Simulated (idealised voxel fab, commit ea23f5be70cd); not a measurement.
Title: Process Module voxel transistor to metal
Cross-section cut spans 295 nm and uses square cells 5 nm in size.
Reading order for cross-sections: top band down to bottom band. Underlying form: a grid of square cells. Band size: one or more rows of cells. Band: top and bottom heights (nm) first, top before bottom; then materials from left to right, widths in nm. "full width" marks a sole material filling the band edge to edge. "empty" denotes empty space. Heights are reckoned from 0. Under this level, the received wafer is all of one material. The bottommost band is open-ended downward, for example "0 down". Quick explanation for "30..40": the width changes in equal steps down the rows of cells, from the first number in the band's top row to the second number in its bottom row. Given "no modification" for a step, no cell of the cross-section differs between before and after that step. Each empty space that has no open way to the top and spans at least 8 cells appears under "Sealed void inventory" as width x height at distance, the distance counted from the left edge, all in nm. The remark found on a step's line after its settings is issued by the simulator itself and pertains to that step. A step's line can hold "overlay nm"; with a mask on that step, the setting says how far right of the planned place the mask lay, while a negative setting says it lay to the left.

The following list gives the planned process steps
step 1: RECEIVE [material Si]
step 2: CONFORMAL_DEP [material SiO2] [thk nm 5]
step 3: CONFORMAL_DEP [material SiN] [thk nm 10]
step 4: MASKED_ETCH [tone cover] [mask id ACTIVE] [width nm 110] [pitch nm 140] [etch materials SiN] [depth nm 10] [overlay nm 0]
step 5: MASKED_ETCH [tone cover] [mask id ACTIVE] [width nm 110] [pitch nm 140] [etch materials SiO2] [depth nm 5] [overlay nm 0]
step 6: MASKED_ETCH [tone cover] [mask id ACTIVE] [width nm 110] [pitch nm 140] [etch materials Si] [depth nm 20] [overlay nm 0]
step 7: FILL_DEP [material SiO2] [thk nm 5]
step 8: CMP [height nm 15]
step 9: SELECTIVE_ETCH [etch materials SiO2] [depth nm 5]
step 10: STRIP [etch materials SiN]
step 11: SELECTIVE_ETCH [etch materials SiO2] [depth nm 5]
step 12: OXIDIZE [depth nm 5]
step 13: DIRECTIONAL_DEP [material polySi] [thk nm 30]
step 14: DIRECTIONAL_DEP [material SiCN] [thk nm 10]
step 15: MASKED_ETCH [tone cover] [mask id GATE] [width nm 20] [pitch nm 140] [etch materials SiCN] [depth nm 20] [overlay nm 0]
step 16: MASKED_ETCH [tone cover] [mask id GATE] [width nm 20] [pitch nm 140] [etch materials polySi] [depth nm 40] [overlay nm 0]
step 17: CONFORMAL_DEP [material SiO2] [thk nm 5]
step 18: DIRECTIONAL_ETCH [etch materials SiO2] [depth nm 5]
step 19: CONFORMAL_DEP [material SiN] [thk nm 10]
step 20: DIRECTIONAL_ETCH [etch materials SiN] [depth nm 10]
step 21: DIRECTIONAL_ETCH [etch materials SiO2] [depth nm 5]
step 22: DIRECTIONAL_ETCH [etch materials Si] [depth nm 15]
step 23: EPI [material pSi] [thk nm 15]
step 24: FILL_DEP [material SiO2] [thk nm 10]
step 25: CMP [height nm 40]
step 26: DIRECTIONAL_DEP [material SiO2] [thk nm 15]
step 27: PATTERN [tone open] [mask id CONTACT] [material resist] [width nm 20] [thk nm 20] [overlay nm 0]
step 28: DIRECTIONAL_ETCH [etch materials SiO2] [depth nm 45]
step 29: STRIP [etch materials resist]
step 30: CONFORMAL_DEP [material TiN] [thk nm 5]
step 31: FILL_DEP [material Ru] [thk nm 5]
step 32: CMP [height nm 55]
step 33: CONFORMAL_DEP [material SiCN] [thk nm 5]
step 34: DIRECTIONAL_DEP [material SiO2] [thk nm 20]
step 35: DIRECTIONAL_DEP [material aC] [thk nm 10]
step 36: PATTERN [tone open] [mask id METAL_1] [material resist] [width nm 20] [thk nm 30] [overlay nm -10]
step 37: DIRECTIONAL_ETCH [etch materials aC] [depth nm 10]
step 38: STRIP [etch materials resist]
step 39: DIRECTIONAL_ETCH [etch materials SiO2] [depth nm 20]
step 40: DIRECTIONAL_ETCH [etch materials SiCN] [depth nm 5]
step 41: STRIP [etch materials aC]
step 42: CONFORMAL_DEP [material TiN] [thk nm 5]
step 43: FILL_DEP [material Cu] [thk nm 5]
step 44: CMP [height nm 80]
step 45: CONFORMAL_DEP [material SiCN] [thk nm 5]
The plan's step 36 overlay nm is the first wafer's value; the wafers differ in this setting and start identical.

Cross-section of the first of several wafers as received (after step 1)
    0 down | Si full width
    Sealed void inventory: none

So in this table every wafer gets its own row, and what you see is where it stands at the end of the module: for each material, how many cells it picked up (+) or gave up (-) since we received it, and after that its closed voids
overlay nm -10, +32 Cu, +64 Ru, -152 Si, +118 SiCN, +72 SiN, +593 SiO2, +128 TiN, +100 pSi, +48 polySi, Sealed void inventory: none
overlay nm -5, +32 Cu, +64 Ru, -152 Si, +118 SiCN, +72 SiN, +593 SiO2, +128 TiN, +100 pSi, +48 polySi, Sealed void inventory: none
overlay nm 0, +32 Cu, +64 Ru, -152 Si, +118 SiCN, +72 SiN, +593 SiO2, +128 TiN, +100 pSi, +48 polySi, Sealed void inventory: none
overlay nm 5, +32 Cu, +64 Ru, -152 Si, +118 SiCN, +72 SiN, +593 SiO2, +128 TiN, +100 pSi, +48 polySi, Sealed void inventory: none
overlay nm 10, +32 Cu, +64 Ru, -152 Si, +118 SiCN, +72 SiN, +593 SiO2, +128 TiN, +100 pSi, +48 polySi, Sealed void inventory: none
overlay nm 15, +32 Cu, +64 Ru, -152 Si, +118 SiCN, +72 SiN, +593 SiO2, +128 TiN, +100 pSi, +48 polySi, Sealed void inventory: none
